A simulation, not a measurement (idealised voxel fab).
Process module heading - voxel trench capacitor
Cross-section cut: width 185 nm, square cells of 5 nm.
Bands, listed from the top down, are how a cross-section gets written in this document; the cross-section itself is a grid of square cells, and a band is one or more rows of them. Top, bottom (nm), then materials left to right with widths (nm); lone material tagged "throughout" fills the whole band edge to edge; "empty" = empty space. Zero point of the height axis is 0; under it, received wafer = one material. Lowest band: continues down indefinitely, "from 0 down". You'd read "30->40" like this: the band's top row of cells is as wide as the first number, its bottom row is as wide as the second, and going down, every row changes width by the same amount as the row before did. Step note "nothing got changed" = no cross-section cell changed. Listed in "Sealed voids": every empty space of 8 or more cells without an open way to the top. Form: width x height at distance, the distance being from the left edge, all in nm. Post-settings text on a step line: simulator's own remark regarding the step. Steps that use a mask can have "overlay nm" on their line. It says how far the mask sat to the right of where it was meant to be. Negative means to the left.

### Steps in the process plan
1 op RECEIVE | material Si
2 op CONFORMAL_DEP | material SiN | thk nm 10
3 op DIRECTIONAL_DEP | material aC | thk nm 15
4 op PATTERN | tone open | mask id TRENCH | material resist | width nm 30 | pitch nm 50 | thk nm 35 | overlay nm 0
5 op DIRECTIONAL_ETCH | etch materials aC | depth nm 15
6 op STRIP | etch materials resist
7 op DIRECTIONAL_ETCH | etch materials SiN | depth nm 10
8 op DIRECTIONAL_ETCH | etch materials Si | depth nm 25
9 op STRIP | etch materials aC
10 op CONFORMAL_DEP | material Al2O3 | thk nm 5
11 op CONFORMAL_DEP | material TiN | thk nm 5
12 op FILL_DEP | material W | thk nm 5
13 op CMP | height nm 10

### as received, after step 1
from 0 down: Si throughout
Sealed voids: none

### Post-module cross-section of the first of two wafers (run per plan)
from 10 to 0: SiN 50 | Al2O3 5 | TiN 5 | W 10 | TiN 5 | Al2O3 5 | SiN 20 | Al2O3 5 | TiN 5 | W 10 | TiN 5 | Al2O3 5 | SiN 55
from 0 to -15: Si 50 | Al2O3 5 | TiN 5 | W 10 | TiN 5 | Al2O3 5 | Si 20 | Al2O3 5 | TiN 5 | W 10 | TiN 5 | Al2O3 5 | Si 55
from -15 to -20: Si 50 | Al2O3 5 | TiN 20 | Al2O3 5 | Si 20 | Al2O3 5 | TiN 20 | Al2O3 5 | Si 55
from -20 to -25: Si 50 | Al2O3 30 | Si 20 | Al2O3 30 | Si 55
from -25 down: Si throughout
Sealed voids: none

### Cross-sectional view of the second of two wafers upon completion of the module. This wafer shared its starting condition and process plan with the first; one error was made during its execution
from 10 to 0: SiN 55 | Al2O3 5 | TiN 10 | Al2O3 5 | SiN 30 | Al2O3 5 | TiN 10 | Al2O3 5 | SiN 60
from 0 to -20: Si 55 | Al2O3 5 | TiN 10 | Al2O3 5 | Si 30 | Al2O3 5 | TiN 10 | Al2O3 5 | Si 60
from -20 to -25: Si 55 | Al2O3 20 | Si 30 | Al2O3 20 | Si 60
from -25 down: Si throughout
Sealed voids: none
Which mistake was made when the wafer was run? step 4 off recipe, ran as op PATTERN | tone open | mask id TRENCH | material resist | width nm 20 | pitch nm 50 | thk nm 35 | overlay nm 0
The second wafer ends with more or fewer cells of some materials than the first, per final count: Al2O3 -4 | Si +20 | SiN +8 | TiN -4 | W -20
